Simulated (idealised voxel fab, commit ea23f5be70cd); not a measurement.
Module name: voxel wiring stack (process module)
Square cells of 5 nm make up the cross-section cut, whose width is 180 nm.
Notation: cross-section as square-cell grid; stated in bands, top first, going down; one or more cell rows per band.
Top, bottom (nm), then materials left to right with widths (nm); lone material tagged "all across" fills the whole band edge to edge; "air" = empty space.
Heads up on the height convention: 0 is the point under which the incoming wafer is all one material, and the lowest band has no bottom, it just keeps going down, like "top 0, no bottom".
A width such as "30->40" changes by the same amount from each row of cells to the next, from the band's top row to its bottom row.
Reading "no change occurred" for a step: not a cell of the cross-section changed in it.
Closed-off voids of 8+ cells (no open route to the top) go in "Internal closed voids", written width x height at distance from the left edge, in nm.
Heads up: the bit after the settings on a step's line is the simulator's remark on that step.
What "overlay nm" on a step's line means: if the step has a mask, that mask lay this far to the right of its planned place, or, when the value is negative, to the left.
Steps planned for the process:
step 1: RECEIVE [material Si]
step 2: CONFORMAL_DEP [material SiO2] [thk nm 10]
step 3: CONFORMAL_DEP [material SiN] [thk nm 5]
step 4: DIRECTIONAL_DEP [material SiO2] [thk nm 25]
step 5: PATTERN [tone open] [mask id METAL_1] [material resist] [width nm 30] [pitch nm 60] [thk nm 20] [overlay nm 0]
step 6: DIRECTIONAL_ETCH [etch materials SiO2] [depth nm 25]
step 7: DIRECTIONAL_ETCH [etch materials SiN] [depth nm 5]
step 8: STRIP [etch materials resist]
step 9: CONFORMAL_DEP [material TiN] [thk nm 5]
step 10: FILL_DEP [material W] [thk nm 5]
step 11: CMP [height nm 40]
step 12: CONFORMAL_DEP [material SiCN] [thk nm 5]
step 13: DIRECTIONAL_DEP [material SiO2] [thk nm 10]
step 14: MASKED_ETCH [tone open] [mask id PLUG_1] [width nm 15] [etch materials SiO2] [depth nm 10] [overlay nm 0]
step 15: MASKED_ETCH [tone open] [mask id PLUG_1] [width nm 15] [etch materials SiCN] [depth nm 5] [overlay nm 0]
step 16: CONFORMAL_DEP [material TiN] [thk nm 5]
step 17: FILL_DEP [material Cu] [thk nm 5]
step 18: CMP [height nm 55]
step 19: DIRECTIONAL_DEP [material TiN] [thk nm 5]
step 20: DIRECTIONAL_DEP [material Ru] [thk nm 25]
step 21: PATTERN [tone cover] [mask id METAL_2] [material resist] [width nm 30] [pitch nm 60] [thk nm 15] [overlay nm 0]
step 22: DIRECTIONAL_ETCH [etch materials Ru] [depth nm 25]
step 23: DIRECTIONAL_ETCH [etch materials TiN] [depth nm 5]
step 24: STRIP [etch materials resist]
step 25: CONFORMAL_DEP [material SiCN] [thk nm 5]
step 26: FILL_DEP [material SiO2] [thk nm 10]
step 27: CMP [height nm 85]
step 28: CONFORMAL_DEP [material SiCN] [thk nm 5]
step 29: DIRECTIONAL_DEP [material SiO2] [thk nm 30]
step 30: DIRECTIONAL_DEP [material aC] [thk nm 10]
step 31: PATTERN [tone open] [mask id METAL_3_HOLES] [material resist] [width nm 15] [pitch nm 60] [thk nm 30] [overlay nm 0]
step 32: DIRECTIONAL_ETCH [etch materials aC] [depth nm 10]
step 33: STRIP [etch materials resist]
step 34: DIRECTIONAL_ETCH [etch materials SiO2] [depth nm 30]
step 35: STRIP [etch materials aC]
step 36: PATTERN [tone open] [mask id METAL_3] [material resist] [width nm 30] [pitch nm 60] [thk nm 15] [overlay nm 0]
step 37: DIRECTIONAL_ETCH [etch materials SiO2] [depth nm 20]
step 38: DIRECTIONAL_ETCH [etch materials SiCN] [depth nm 5]
step 39: STRIP [etch materials resist]
step 40: CONFORMAL_DEP [material TiN] [thk nm 5]
step 41: FILL_DEP [material Cu] [thk nm 10]
step 42: CMP [height nm 120]
step 43: CONFORMAL_DEP [material SiN] [thk nm 5]
Cross-section: wafer on arrival = after step 1:
> top 0, no bottom  Si all across
> Internal closed voids: none
What the wafer looks like in cross-section after this module, when it starts as shown above and follows the plan above but one mistake is made in running it:
> top 125, bottom 120  SiN all across
> top 120, bottom 105  SiO2 45 nm; TiN 5 nm; Cu 20 nm; TiN 5 nm; SiO2 30 nm; TiN 5 nm; Cu 20 nm; TiN 5 nm; SiO2 45 nm
> top 105, bottom 100  SiO2 45 nm; TiN 5 nm; Cu 5 nm; TiN 20 nm; SiO2 30 nm; TiN 5 nm; Cu 5 nm; TiN 20 nm; SiO2 45 nm
> top 100, bottom 90  SiO2 45 nm; TiN 5 nm; Cu 5 nm; TiN 5 nm; SiO2 45 nm; TiN 5 nm; Cu 5 nm; TiN 5 nm; SiO2 60 nm
> top 90, bottom 85  SiCN 45 nm; TiN 15 nm; SiCN 45 nm; TiN 15 nm; SiCN 60 nm
> top 85, bottom 60  SiO2 40 nm; SiCN 5 nm; Ru 30 nm; SiCN 5 nm; SiO2 20 nm; SiCN 5 nm; Ru 30 nm; SiCN 5 nm; SiO2 40 nm
> top 60, bottom 55  SiCN 45 nm; TiN 30 nm; SiCN 30 nm; TiN 30 nm; SiCN 45 nm
> top 55, bottom 45  SiO2 45 nm; TiN 5 nm; Cu 5 nm; TiN 5 nm; SiO2 120 nm
> top 45, bottom 40  SiCN 45 nm; TiN 15 nm; SiCN 120 nm
> top 40, bottom 20  SiO2 45 nm; TiN 5 nm; W 20 nm; TiN 5 nm; SiO2 30 nm; TiN 5 nm; W 20 nm; TiN 5 nm; SiO2 45 nm
> top 20, bottom 15  SiO2 45 nm; TiN 30 nm; SiO2 30 nm; TiN 30 nm; SiO2 45 nm
> top 15, bottom 5  SiO2 all across
> top 5, bottom 0  SiN all across
> top 0, no bottom  Si all across
> Internal closed voids: none
The plan and the run diverged here: deviation from plan: step 3 and step 2 executed in one another's positions
